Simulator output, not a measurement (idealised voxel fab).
The name of this process module is voxel air gaps.
The cross-section on display is named cut; it measures 260 nm wide, and its cells are 5 nm squares.
We lay out every cross-section as a grid of square cells and spell it out in bands from the top down, where one band means one or more rows of cells. Heights first: top, then bottom, in nm. Then materials, left to right, each with a width in nm. "throughout" on a single material: fills the band edge to edge. "empty": empty space. Note: height 0 marks the level under which the wafer is uniformly one material as received. Lowest band unbounded below, written "0 down". The width entry "30..40" should be interpreted row by row: the top row of cells in the band takes the first number, the bottom row takes the second number, and the change between adjacent rows is uniform throughout. Step note "no alteration" = no cross-section cell changed. This entry, "Trapped void list", enumerates those empty regions of no fewer than 8 cells that possess no open connection to the top. Each region is reported in the form width x height at distance, the distance being taken from the left edge, with all three quantities expressed in nm. The remark found on a step's line after its settings is issued by the simulator itself and pertains to that step. On any step carrying a mask, the "overlay nm" setting, if present on the step's line, tells how far right of its planned place the mask lay; negative values point to the left.
[Steps planned for the process]
- 1: op RECEIVE | material Si
- 2: op CONFORMAL_DEP | material SiO2 | thk nm 15
- 3: op CONFORMAL_DEP | material SiCN | thk nm 5
- 4: op DIRECTIONAL_DEP | material SiO2 | thk nm 40
- 5: op PATTERN | tone open | mask id LINES | material resist | width nm 20 | pitch nm 45 | thk nm 20 | overlay nm 0
- 6: op DIRECTIONAL_ETCH | etch materials SiO2 | depth nm 40
- 7: op STRIP | etch materials resist
- 8: op CONFORMAL_DEP | material TiN | thk nm 5
- 9: op FILL_DEP | material Ru | thk nm 5
- 10: op CMP | height nm 60
- 11: op EPI | material Ru | thk nm 10
- 12: op SELECTIVE_ETCH | etch materials SiO2 | depth nm 50
- 13: op CONFORMAL_DEP | material SiCN | thk nm 5
[First wafer out of two, processed as planned]
[Cross-section of the wafer at receipt, which is the condition after step 1]
> 0 down | Si throughout
> Trapped void list: none
[So this is the wafer cross-section right after step 2]
> 15 to 0 | SiO2 throughout
> Below 0, the layers are the same as they were.
[So this is the wafer cross-section right after step 3]
> 20 to 15 | SiCN throughout
> Below 15, the layers are the same as they were.
[So this is the wafer cross-section right after step 4]
> 60 to 20 | SiO2 throughout
> Below 20, the layers are the same as they were.
[So this is the wafer cross-section right after step 5]
> 80 to 60 | resist: 50, then empty: 20, then resist: 25, then empty: 20, then resist: 25, then empty: 20, then resist: 25, then empty: 20, then resist: 55
> Below 60, the layers are the same as they were.
[So this is the wafer cross-section right after step 6]
> 80 to 60 | resist: 50, then empty: 20, then resist: 25, then empty: 20, then resist: 25, then empty: 20, then resist: 25, then empty: 20, then resist: 55
> 60 to 20 | SiO2: 50, then empty: 20, then SiO2: 25, then empty: 20, then SiO2: 25, then empty: 20, then SiO2: 25, then empty: 20, then SiO2: 55
> Below 20, the layers are the same as they were.
[So this is the wafer cross-section right after step 7]
> 60 to 20 | SiO2: 50, then empty: 20, then SiO2: 25, then empty: 20, then SiO2: 25, then empty: 20, then SiO2: 25, then empty: 20, then SiO2: 55
> Below 20, the layers are the same as they were.
[So this is the wafer cross-section right after step 8]
> 65 to 60 | TiN: 55, then empty: 10, then TiN: 35, then empty: 10, then TiN: 35, then empty: 10, then TiN: 35, then empty: 10, then TiN: 60
> 60 to 25 | SiO2: 50, then TiN: 5, then empty: 10, then TiN: 5, then SiO2: 25, then TiN: 5, then empty: 10, then TiN: 5, then SiO2: 25, then TiN: 5, then empty: 10, then TiN: 5, then SiO2: 25, then TiN: 5, then empty: 10, then TiN: 5, then SiO2: 55
> 25 to 20 | SiO2: 50, then TiN: 20, then SiO2: 25, then TiN: 20, then SiO2: 25, then TiN: 20, then SiO2: 25, then TiN: 20, then SiO2: 55
> Below 20, the layers are the same as they were.
[So this is the wafer cross-section right after step 9]
> 70 to 65 | Ru throughout
> 65 to 60 | TiN: 55, then Ru: 10, then TiN: 35, then Ru: 10, then TiN: 35, then Ru: 10, then TiN: 35, then Ru: 10, then TiN: 60
> 60 to 25 | SiO2: 50, then TiN: 5, then Ru: 10, then TiN: 5, then SiO2: 25, then TiN: 5, then Ru: 10, then TiN: 5, then SiO2: 25, then TiN: 5, then Ru: 10, then TiN: 5, then SiO2: 25, then TiN: 5, then Ru: 10, then TiN: 5, then SiO2: 55
> Below 25, the layers are the same as they were.
[So this is the wafer cross-section right after step 10]
> 60 to 25 | SiO2: 50, then TiN: 5, then Ru: 10, then TiN: 5, then SiO2: 25, then TiN: 5, then Ru: 10, then TiN: 5, then SiO2: 25, then TiN: 5, then Ru: 10, then TiN: 5, then SiO2: 25, then TiN: 5, then Ru: 10, then TiN: 5, then SiO2: 55
> Below 25, the layers are the same as they were.
[So this is the wafer cross-section right after step 11]
> 70 to 60 | empty: 40, then Ru: 40, then empty: 5, then Ru: 40, then empty: 5, then Ru: 40, then empty: 5, then Ru: 40, then empty: 45
> Below 60, the layers are the same as they were.
[So this is the wafer cross-section right after step 12]
> 70 to 60 | empty: 40, then Ru: 40, then empty: 5, then Ru: 40, then empty: 5, then Ru: 40, then empty: 5, then Ru: 40, then empty: 45
> 60 to 25 | empty: 50, then TiN: 5, then Ru: 10, then TiN: 5, then empty: 25, then TiN: 5, then Ru: 10, then TiN: 5, then empty: 25, then TiN: 5, then Ru: 10, then TiN: 5, then empty: 25, then TiN: 5, then Ru: 10, then TiN: 5, then empty: 55
> 25 to 20 | empty: 50, then TiN: 20, then empty: 25, then TiN: 20, then empty: 25, then TiN: 20, then empty: 25, then TiN: 20, then empty: 55
> Below 20, the layers are the same as they were.
[So this is the wafer cross-section right after step 13]
> 75 to 70 | empty: 35, then SiCN: 185, then empty: 40
> 70 to 60 | empty: 35, then SiCN: 5, then Ru: 40, then SiCN: 5, then Ru: 40, then SiCN: 5, then Ru: 40, then SiCN: 5, then Ru: 40, then SiCN: 5, then empty: 40
> 60 to 55 | empty: 35, then SiCN: 15, then TiN: 5, then Ru: 10, then TiN: 5, then SiCN: 25, then TiN: 5, then Ru: 10, then TiN: 5, then SiCN: 25, then TiN: 5, then Ru: 10, then TiN: 5, then SiCN: 25, then TiN: 5, then Ru: 10, then TiN: 5, then SiCN: 15, then empty: 40
> 55 to 25 | empty: 45, then SiCN: 5, then TiN: 5, then Ru: 10, then TiN: 5, then SiCN: 5, then empty: 15, then SiCN: 5, then TiN: 5, then Ru: 10, then TiN: 5, then SiCN: 5, then empty: 15, then SiCN: 5, then TiN: 5, then Ru: 10, then TiN: 5, then SiCN: 5, then empty: 15, then SiCN: 5, then TiN: 5, then Ru: 10, then TiN: 5, then SiCN: 5, then empty: 50
> 25 to 20 | SiCN: 50, then TiN: 20, then SiCN: 25, then TiN: 20, then SiCN: 25, then TiN: 20, then SiCN: 25, then TiN: 20, then SiCN: 55
> Below 20, the layers are the same as they were.
> Trapped void list: 15 x 30 at 75; 15 x 30 at 120; 15 x 30 at 165
[What follows concerns the second wafer, which started out like the first and was meant to follow the very same plan; one mistake crept in when it was run, but everything up to and including step 4 is the same as for the first wafer]
[Second wafer, sectioned view, at step 5's planned end time]
> 80 to 60 | empty: 50, then resist: 20, then empty: 25, then resist: 20, then empty: 25, then resist: 20, then empty: 25, then resist: 20, then empty: 55
> Below 60, the layers are the same as they were.
[Second wafer, sectioned view, at step 6's planned end time]
> 80 to 60 | empty: 50, then resist: 20, then empty: 25, then resist: 20, then empty: 25, then resist: 20, then empty: 25, then resist: 20, then empty: 55
> 60 to 20 | empty: 50, then SiO2: 20, then empty: 25, then SiO2: 20, then empty: 25, then SiO2: 20, then empty: 25, then SiO2: 20, then empty: 55
> Below 20, the layers are the same as they were.
[Second wafer, sectioned view, at step 7's planned end time]
> 60 to 20 | empty: 50, then SiO2: 20, then empty: 25, then SiO2: 20, then empty: 25, then SiO2: 20, then empty: 25, then SiO2: 20, then empty: 55
> Below 20, the layers are the same as they were.
[Second wafer, sectioned view, at step 8's planned end time]
> 65 to 60 | empty: 45, then TiN: 30, then empty: 15, then TiN: 30, then empty: 15, then TiN: 30, then empty: 15, then TiN: 30, then empty: 50
> 60 to 25 | empty: 45, then TiN: 5, then SiO2: 20, then TiN: 5, then empty: 15, then TiN: 5, then SiO2: 20, then TiN: 5, then empty: 15, then TiN: 5, then SiO2: 20, then TiN: 5, then empty: 15, then TiN: 5, then SiO2: 20, then TiN: 5, then empty: 50
> 25 to 20 | TiN: 50, then SiO2: 20, then TiN: 25, then SiO2: 20, then TiN: 25, then SiO2: 20, then TiN: 25, then SiO2: 20, then TiN: 55
> Below 20, the layers are the same as they were.
[Second wafer, sectioned view, at step 9's planned end time]
> 70 to 65 | Ru throughout
> 65 to 60 | Ru: 45, then TiN: 30, then Ru: 15, then TiN: 30, then Ru: 15, then TiN: 30, then Ru: 15, then TiN: 30, then Ru: 50
> 60 to 25 | Ru: 45, then TiN: 5, then SiO2: 20, then TiN: 5, then Ru: 15, then TiN: 5, then SiO2: 20, then TiN: 5, then Ru: 15, then TiN: 5, then SiO2: 20, then TiN: 5, then Ru: 15, then TiN: 5, then SiO2: 20, then TiN: 5, then Ru: 50
> Below 25, the layers are the same as they were.
[Second wafer, sectioned view, at step 10's planned end time]
> 60 to 25 | Ru: 45, then TiN: 5, then SiO2: 20, then TiN: 5, then Ru: 15, then TiN: 5, then SiO2: 20, then TiN: 5, then Ru: 15, then TiN: 5, then SiO2: 20, then TiN: 5, then Ru: 15, then TiN: 5, then SiO2: 20, then TiN: 5, then Ru: 50
> Below 25, the layers are the same as they were.
[Second wafer, sectioned view, at step 11's planned end time]
> 70 to 60 | Ru throughout
> Below 60, the layers are the same as they were.
Second wafer, sectioned view, at step 12's planned end time: no alteration
[Second wafer, sectioned view, at step 13's planned end time]
> 75 to 70 | SiCN throughout
> Below 70, the layers are the same as they were.
what went wrong: step 5 went in with a setting other than planned; the actual run was op PATTERN | tone cover | mask id LINES | material resist | width nm 20 | pitch nm 45 | thk nm 20 | overlay nm 0
The final cell counts differ between the wafers, with the second having more or fewer of some materials than the first: Ru: 180 more | SiCN: 100 fewer | SiO2: 128 more | TiN: 20 more
The final tally of closed voids stands at 3 on the first wafer and 0 on the second.
